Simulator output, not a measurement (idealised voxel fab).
process module | voxel self aligned contacts
cross-section cut | 260 nm wide | cells 5 nm
A cross-section is a grid of square cells, given in bands from the top down. A band is one or more rows of cells.
Each band's line starts with the height of the band's top and of its bottom, in nm. Then come its materials from left to right, each with its width in nm. One material with "throughout" fills the band from edge to edge. "air" is empty space.
Height 0 is the level under which the wafer as received is all one material. The lowest band goes on downwards, as in "0 down".
A width such as "30 to 40" changes by the same amount from each row of cells to the next, from the band's top row to its bottom row.
"no change" after a step means that no cell of the cross-section changed.
closed voids: empty space of 8 cells or more with no open way to the top, each as width x height at its distance from the left edge, in nm
after a step's settings: what the simulator itself notes on the step
overlay nm, on a step with a mask: how far to the right of its planned place the mask lay; to the left if negative
plan
1 op RECEIVE | material Si
2 op OXIDIZE | depth nm 5
3 op DIRECTIONAL_DEP | material polySi | thk nm 20
4 op DIRECTIONAL_DEP | material SiN | thk nm 20
5 op DIRECTIONAL_DEP | material aC | thk nm 15
6 op PATTERN | tone cover | mask id GATE | material resist | width nm 25 | pitch nm 50 | thk nm 30 | overlay nm 0
7 op DIRECTIONAL_ETCH | etch materials aC | depth nm 15
8 op STRIP | etch materials resist
9 op DIRECTIONAL_ETCH | etch materials SiN | depth nm 20
10 op DIRECTIONAL_ETCH | etch materials polySi | depth nm 20
11 op STRIP | etch materials aC
12 op CONFORMAL_DEP | material SiN | thk nm 5
13 op DIRECTIONAL_ETCH | etch materials SiN | depth nm 5
14 op FILL_DEP | material SiO2 | thk nm 15
15 op CMP | height nm 45
16 op DIRECTIONAL_DEP | material aC | thk nm 15
17 op PATTERN | tone open | mask id CONTACT | material resist | width nm 35 | thk nm 30 | overlay nm 0
18 op DIRECTIONAL_ETCH | etch materials aC | depth nm 5
19 op STRIP | etch materials resist
20 op DIRECTIONAL_ETCH | etch materials SiO2 | depth nm 50
21 op STRIP | etch materials aC
22 op CONFORMAL_DEP | material TiN | thk nm 5
23 op FILL_DEP | material W | thk nm 5
24 op CMP | height nm 45
25 op CONFORMAL_DEP | material SiN | thk nm 5
varied across the wafers: depth nm of step 18. The plan shows the first wafer's value. All wafers start alike
first wafer as received, after step 1
  0 down: Si throughout
  closed voids: none
first wafer at the end, after step 25
  50 to 45: SiN throughout
  45 to 40: SiO2 throughout
  40 to 20: SiO2 85 | SiN 35 | SiO2 15 | SiN 35 | SiO2 90
  20 to 0: SiO2 85 | SiN 5 | polySi 25 | SiN 5 | SiO2 15 | SiN 5 | polySi 25 | SiN 5 | SiO2 90
  0 to -5: SiO2 throughout
  -5 down: Si throughout
  closed voids: none
last wafer at the end
  50 to 45: SiN throughout
  45 to 40: SiO2 110 | TiN 15 | W 5 | TiN 15 | SiO2 115
  40 to 20: SiO2 85 | SiN 35 | TiN 5 | W 5 | TiN 5 | SiN 35 | SiO2 90
  20 to 0: SiO2 85 | SiN 5 | polySi 25 | SiN 5 | TiN 5 | W 5 | TiN 5 | SiN 5 | polySi 25 | SiN 5 | SiO2 90
  0 to -5: SiO2 120 | TiN 15 | SiO2 125
  -5 down: Si throughout
  closed voids: none
each wafer at the end: cells of each material gained (+) or lost (-) since it was received, then its closed voids
depth nm 5 | -52 Si | +124 SiN | +408 SiO2 | +40 polySi | closed voids: none
depth nm 10 | -52 Si | +124 SiN | +408 SiO2 | +40 polySi | closed voids: none
depth nm 15 | -52 Si | +124 SiN | +374 SiO2 | +25 TiN | +9 W | +40 polySi | closed voids: none
depth nm 20 | -52 Si | +124 SiN | +374 SiO2 | +25 TiN | +9 W | +40 polySi | closed voids: none
depth nm 25 | -52 Si | +124 SiN | +374 SiO2 | +25 TiN | +9 W | +40 polySi | closed voids: none
depth nm 30 | -52 Si | +124 SiN | +374 SiO2 | +25 TiN | +9 W | +40 polySi | closed voids: none
